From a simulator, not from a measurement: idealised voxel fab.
process module | voxel air gaps
cross-section cut | 275 nm wide | cells 5 nm
A cross-section is a grid of square cells, given in bands from the top down. A band is one or more rows of cells.
Each band's line starts with the height of the band's top and of its bottom, in nm. Then come its materials from left to right, each with its width in nm. One material with "throughout" fills the band from edge to edge. "air" is empty space.
Height 0 is the level under which the wafer as received is all one material. The lowest band goes on downwards, as in "0 down".
A width such as "30 to 40" changes by the same amount from each row of cells to the next, from the band's top row to its bottom row.
"no change" after a step means that no cell of the cross-section changed.
closed voids: empty space of 8 cells or more with no open way to the top, each as width x height at its distance from the left edge, in nm
after a step's settings: what the simulator itself notes on the step
overlay nm, on a step with a mask: how far to the right of its planned place the mask lay; to the left if negative
plan
1 op RECEIVE | material Si
2 op CONFORMAL_DEP | material SiO2 | thk nm 10
3 op CONFORMAL_DEP | material SiCN | thk nm 5
4 op DIRECTIONAL_DEP | material SiO2 | thk nm 35
5 op PATTERN | tone open | mask id LINES | material resist | width nm 20 | pitch nm 50 | thk nm 20 | overlay nm 0
6 op DIRECTIONAL_ETCH | etch materials SiO2 | depth nm 35
7 op STRIP | etch materials resist
8 op CONFORMAL_DEP | material TiN | thk nm 5
9 op FILL_DEP | material Cu | thk nm 10
10 op CMP | height nm 50
11 op EPI | material Ru | thk nm 10
12 op SELECTIVE_ETCH | etch materials SiO2 | depth nm 45
13 op CONFORMAL_DEP | material SiCN | thk nm 5
as received, after step 1
  0 down: Si throughout
  closed voids: none
first wafer at the end, as planned
  65 to 60: air 60 | SiCN 150 | air 65
  60 to 50: air 60 | SiCN 5 | Ru 40 | SiCN 10 | Ru 40 | SiCN 10 | Ru 40 | SiCN 5 | air 65
  50 to 45: air 60 | SiCN 15 | TiN 5 | Cu 10 | TiN 5 | SiCN 30 | TiN 5 | Cu 10 | TiN 5 | SiCN 30 | TiN 5 | Cu 10 | TiN 5 | SiCN 15 | air 65
  45 to 20: air 70 | SiCN 5 | TiN 5 | Cu 10 | TiN 5 | SiCN 5 | air 20 | SiCN 5 | TiN 5 | Cu 10 | TiN 5 | SiCN 5 | air 20 | SiCN 5 | TiN 5 | Cu 10 | TiN 5 | SiCN 5 | air 75
  20 to 15: SiCN 75 | TiN 20 | SiCN 30 | TiN 20 | SiCN 30 | TiN 20 | SiCN 80
  15 to 10: SiCN throughout
  10 to 0: SiO2 throughout
  0 down: Si throughout
  closed voids: 20 x 25 at 100; 20 x 25 at 150
second wafer at the end: like start, like plan, one mistake
  65 to 60: air 60 | SiCN 150 | air 65
  60 to 50: air 60 | SiCN 5 | Ru 40 | SiCN 10 | Ru 40 | SiCN 10 | Ru 40 | SiCN 5 | air 65
  50 to 45: air 60 | SiCN 15 | TiN 5 | Cu 10 | TiN 5 | SiCN 30 | TiN 5 | Cu 10 | TiN 5 | SiCN 30 | TiN 5 | Cu 10 | TiN 5 | SiCN 15 | air 65
  45 to 30: air 70 | SiCN 5 | TiN 5 | Cu 10 | TiN 5 | SiCN 5 | air 20 | SiCN 5 | TiN 5 | Cu 10 | TiN 5 | SiCN 5 | air 20 | SiCN 5 | TiN 5 | Cu 10 | TiN 5 | SiCN 5 | air 75
  30 to 25: SiCN 75 | TiN 20 | SiCN 30 | TiN 20 | SiCN 30 | TiN 20 | SiCN 80
  25 to 10: SiCN throughout
  10 to 0: SiO2 throughout
  0 down: Si throughout
  closed voids: 20 x 15 at 100; 20 x 15 at 150
what went wrong: step 3 ran as: op CONFORMAL_DEP | material SiCN | thk nm 15
at the end the second wafer has, in cells: 12 fewer of Cu | 98 more of SiCN | 12 fewer of TiN
